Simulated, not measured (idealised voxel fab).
Documented hereafter: the process module known as voxel capacitor over wiring.
Square cells of 5 nm make up the cross-section cut, whose width is 180 nm.
This document writes a cross-section as a grid whose cells are square, and gives it as bands, listed from the top down; one or more rows of cells form a band.
The entry gives the band's vertical extent as a top height and a bottom height in nm, then its horizontal make-up as materials from left to right, each with a width in nm. "air" stands for empty space; a single material marked "everywhere" fills the band edge to edge.
It should be noted that heights are counted from 0, beneath which the wafer as supplied is of one material throughout, and that the lowest band possesses no lower boundary but continues downward, as written in "0 -> down".
The two numbers in a width such as "30->40" mark its ends across the band: the first belongs to the top row of cells, the second to the bottom row, and from each row to the next the width moves by the same amount.
Any step labelled "nothing changed" changed none of the cells in the cross-section.
The list in "Sealed voids" covers empty spaces of 8 cells or more that cannot reach the top through any open way, and it gives each as width x height at distance; the distance is from the left edge, and width, height and distance are in nm.
Read whatever lies past the settings on a step's line as the simulator's own remark about the step.
"overlay nm" on a masked step: distance the mask lay right of its planned place, negative for left.

# List of planned process steps
1 RECEIVE: material Si
2 CONFORMAL_DEP: material SiO2, thk nm 15
3 CONFORMAL_DEP: material SiN, thk nm 5
4 DIRECTIONAL_DEP: material lowk, thk nm 15
5 PATTERN: tone open, mask id METAL_1, material resist, width nm 30, pitch nm 85, thk nm 20, overlay nm 0
6 DIRECTIONAL_ETCH: etch materials lowk, depth nm 15
7 DIRECTIONAL_ETCH: etch materials SiN, depth nm 5
8 STRIP: etch materials resist
9 CONFORMAL_DEP: material TiN, thk nm 5
10 FILL_DEP: material Ru, thk nm 10
11 CMP: height nm 35
12 CONFORMAL_DEP: material SiCN, thk nm 5
13 DIRECTIONAL_DEP: material lowk, thk nm 15
14 DIRECTIONAL_DEP: material aC, thk nm 10
15 PATTERN: tone open, mask id PLUG_1, material resist, width nm 15, thk nm 25, overlay nm 0
16 DIRECTIONAL_ETCH: etch materials aC, depth nm 10
17 STRIP: etch materials resist
18 DIRECTIONAL_ETCH: etch materials lowk, depth nm 15
19 DIRECTIONAL_ETCH: etch materials SiCN, depth nm 5
20 STRIP: etch materials aC
21 CONFORMAL_DEP: material TiN, thk nm 5
22 FILL_DEP: material W, thk nm 10
23 CMP: height nm 55
24 DIRECTIONAL_DEP: material TiN, thk nm 5
25 DIRECTIONAL_DEP: material Al2O3, thk nm 5
26 DIRECTIONAL_DEP: material TiN, thk nm 10
27 PATTERN: tone cover, mask id UPPER_PLATE, material resist, width nm 60, thk nm 15, overlay nm 0
28 DIRECTIONAL_ETCH: etch materials TiN, depth nm 10
29 DIRECTIONAL_ETCH: etch materials Al2O3, depth nm 5
30 STRIP: etch materials resist
31 MASKED_ETCH: tone cover, mask id LOWER_PLATE, width nm 70, etch materials TiN, depth nm 5, overlay nm 0
32 FILL_DEP: material SiO2, thk nm 20
33 CMP: height nm 90
34 MASKED_ETCH: tone open, mask id PLUG_2, width nm 15, etch materials SiO2, depth nm 15, overlay nm 0
35 CONFORMAL_DEP: material TiN, thk nm 5
36 FILL_DEP: material W, thk nm 10
37 CMP: height nm 90
38 CONFORMAL_DEP: material SiN, thk nm 5

# Delivered wafer in cross-section: state after step 1
    0 -> down = Si everywhere
    Sealed voids: none

# Cross-section: first of two wafers, module finished, run according to plan
    95 -> 90 = SiN everywhere
    90 -> 80 = 55 of SiO2 / 5 of TiN / 5 of W / 5 of TiN / 110 of SiO2
    80 -> 75 = 55 of SiO2 / 15 of TiN / 110 of SiO2
    75 -> 65 = 45 of SiO2 / 60 of TiN / 75 of SiO2
    65 -> 60 = 45 of SiO2 / 60 of Al2O3 / 75 of SiO2
    60 -> 55 = 40 of SiO2 / 70 of TiN / 70 of SiO2
    55 -> 40 = 45 of lowk / 5 of TiN / 5 of W / 5 of TiN / 120 of lowk
    40 -> 35 = 45 of SiCN / 15 of TiN / 120 of SiCN
    35 -> 20 = 30 of lowk / 5 of TiN / 20 of Ru / 5 of TiN / 55 of lowk / 5 of TiN / 20 of Ru / 5 of TiN / 35 of lowk
    20 -> 15 = 30 of SiN / 30 of TiN / 55 of SiN / 30 of TiN / 35 of SiN
    15 -> 0 = SiO2 everywhere
    0 -> down = Si everywhere
    Sealed voids: none

# Wafer two, sectioned after the module: the first wafer's start, the first wafer's plan, and one mistake in how it was run
    95 -> 90 = SiN everywhere
    90 -> 80 = 55 of SiO2 / 5 of TiN / 5 of W / 5 of TiN / 110 of SiO2
    80 -> 75 = 55 of SiO2 / 15 of TiN / 110 of SiO2
    75 -> 65 = 45 of SiO2 / 60 of TiN / 75 of SiO2
    65 -> 60 = 45 of SiO2 / 60 of Al2O3 / 75 of SiO2
    60 -> 55 = 45 of SiO2 / 60 of TiN / 75 of SiO2
    55 -> 40 = 45 of lowk / 5 of TiN / 5 of W / 5 of TiN / 120 of lowk
    40 -> 35 = 45 of SiCN / 15 of TiN / 120 of SiCN
    35 -> 20 = 30 of lowk / 5 of TiN / 20 of Ru / 5 of TiN / 55 of lowk / 5 of TiN / 20 of Ru / 5 of TiN / 35 of lowk
    20 -> 15 = 30 of SiN / 30 of TiN / 55 of SiN / 30 of TiN / 35 of SiN
    15 -> 0 = SiO2 everywhere
    0 -> down = Si everywhere
    Sealed voids: none
Processing error: step 31 off recipe, ran as MASKED_ETCH: tone cover, mask id LOWER_PLATE, width nm 60, etch materials TiN, depth nm 5, overlay nm 0
Per the end-of-run cell counts, the second wafer holds more or fewer of some materials than the first: +2 SiO2, -2 TiN
